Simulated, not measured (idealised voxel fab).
The process module presented herein is designated voxel wiring stack.
This is section cut - it's 165 nm across, gridded in 5 nm square cells.
Cross-section spec: square-cell grid; bands listed top down; each band is one or more rows.
Read a band's entry like this: the first values are the height of its top and the height of its bottom in nm, and what follows is the sequence of materials from left to right, each with its width in nm. Note that "air" is empty space, and that a single material marked "everywhere" reaches across the band from edge to edge.
Measure heights from 0. That's the level where, below it, the as-received wafer is all one material. The lowest band is bottomless and extends downward; write it as in "0..down".
The two numbers in a width such as "30->40" mark its ends across the band: the first belongs to the top row of cells, the second to the bottom row, and from each row to the next the width moves by the same amount.
"no change" for a step: no cell of the cross-section changed in that step.
Closed-off voids of 8+ cells (no open route to the top) go in "Closed void list", written width x height at distance from the left edge, in nm.
Note: text after step settings on the step line = simulator remark on that step.
The setting "overlay nm" may be written on the line of a step. When the step uses a mask, the value reports how far to the right of the planned place the mask lay, and a negative value reports that it lay to the left.

Set out below are the planned steps of the process
| 1 | RECEIVE,material Si |
| 2 | CONFORMAL_DEP,material SiO2,thk nm 15 |
| 3 | DIRECTIONAL_DEP,material TiN,thk nm 5 |
| 4 | DIRECTIONAL_DEP,material W,thk nm 15 |
| 5 | PATTERN,tone cover,mask id METAL_1,material resist,width nm 30,pitch nm 50,thk nm 15,overlay nm 0 |
| 6 | DIRECTIONAL_ETCH,etch materials W,depth nm 15 |
| 7 | DIRECTIONAL_ETCH,etch materials TiN,depth nm 5 |
| 8 | STRIP,etch materials resist |
| 9 | FILL_DEP,material lowk,thk nm 5 |
| 10 | CMP,height nm 35 |
| 11 | CONFORMAL_DEP,material SiCN,thk nm 5 |
| 12 | DIRECTIONAL_DEP,material SiO2,thk nm 25 |
| 13 | MASKED_ETCH,tone open,mask id METAL_2_HOLES,width nm 15,pitch nm 50,etch materials SiO2,depth nm 25,overlay nm 0 |
| 14 | PATTERN,tone open,mask id METAL_2,material resist,width nm 30,pitch nm 50,thk nm 15,overlay nm 0 |
| 15 | DIRECTIONAL_ETCH,etch materials SiO2,depth nm 15 |
| 16 | DIRECTIONAL_ETCH,etch materials SiCN,depth nm 5 |
| 17 | STRIP,etch materials resist |
| 18 | CONFORMAL_DEP,material TiN,thk nm 5 |
| 19 | FILL_DEP,material Cu,thk nm 5 |
| 20 | CMP,height nm 65 |
| 21 | CONFORMAL_DEP,material SiCN,thk nm 5 |
| 22 | DIRECTIONAL_DEP,material lowk,thk nm 20 |
| 23 | PATTERN,tone open,mask id PLUG_2,material resist,width nm 15,pitch nm 50,thk nm 15,overlay nm 0 |
| 24 | DIRECTIONAL_ETCH,etch materials lowk,depth nm 20 |
| 25 | DIRECTIONAL_ETCH,etch materials SiCN,depth nm 5 |
| 26 | STRIP,etch materials resist |
| 27 | EPI,material Ru,thk nm 10 |
| 28 | EPI,material Ru,thk nm 10 |
| 29 | EPI,material Ru,thk nm 5 |
| 30 | DIRECTIONAL_DEP,material TiN,thk nm 5 |
| 31 | DIRECTIONAL_DEP,material Ru,thk nm 20 |
| 32 | MASKED_ETCH,tone cover,mask id METAL_3,width nm 30,pitch nm 50,etch materials Ru,depth nm 20,overlay nm 0 |
| 33 | MASKED_ETCH,tone cover,mask id METAL_3,width nm 30,pitch nm 50,etch materials TiN,depth nm 5,overlay nm 0 |
| 34 | FILL_DEP,material SiO2,thk nm 5 |
| 35 | CMP,height nm 115 |
| 36 | CONFORMAL_DEP,material SiCN,thk nm 5 |

As-received state of the wafer in cross-section, equivalent to post-step 1
0..down: Si everywhere
Closed void list: none

Here's the wafer cut in cross-section after the module, started and planned just like above, except one thing was done wrong in the run
120..115: SiCN everywhere
115..105: 55 nm SiO2, then 15 nm Ru, then 35 nm SiO2, then 15 nm Ru, then 45 nm SiO2
105..95: 40 nm SiO2, then 30 nm Ru, then 20 nm SiO2, then 30 nm Ru, then 45 nm SiO2
95..90: 40 nm SiO2, then 15 nm Ru, then 15 nm TiN, then 20 nm SiO2, then 15 nm Ru, then 15 nm TiN, then 45 nm SiO2
90..85: 40 nm lowk, then 15 nm Ru, then 35 nm lowk, then 15 nm Ru, then 60 nm lowk
85..80: 40 nm lowk, then 15 nm TiN, then 35 nm lowk, then 15 nm TiN, then 60 nm lowk
80..70: 40 nm lowk, then 15 nm Ru, then 35 nm lowk, then 15 nm Ru, then 60 nm lowk
70..65: 40 nm SiCN, then 15 nm Ru, then 35 nm SiCN, then 15 nm Ru, then 60 nm SiCN
65..55: 40 nm SiO2, then 5 nm TiN, then 20 nm Cu, then 5 nm TiN, then 20 nm SiO2, then 5 nm TiN, then 20 nm Cu, then 5 nm TiN, then 45 nm SiO2
55..50: 40 nm SiO2, then 5 nm TiN, then 5 nm Cu, then 20 nm TiN, then 20 nm SiO2, then 5 nm TiN, then 5 nm Cu, then 20 nm TiN, then 45 nm SiO2
50..40: 40 nm SiO2, then 5 nm TiN, then 5 nm Cu, then 5 nm TiN, then 35 nm SiO2, then 5 nm TiN, then 5 nm Cu, then 5 nm TiN, then 60 nm SiO2
40..35: 40 nm SiCN, then 15 nm TiN, then 35 nm SiCN, then 15 nm TiN, then 60 nm SiCN
35..20: 40 nm lowk, then 30 nm W, then 20 nm lowk, then 30 nm W, then 45 nm lowk
20..15: 40 nm lowk, then 30 nm TiN, then 20 nm lowk, then 30 nm TiN, then 45 nm lowk
15..0: SiO2 everywhere
0..down: Si everywhere
Closed void list: none
Nonconformance to the process plan: one of the like steps 27 and 28 was not carried out, but which of them is unknowable
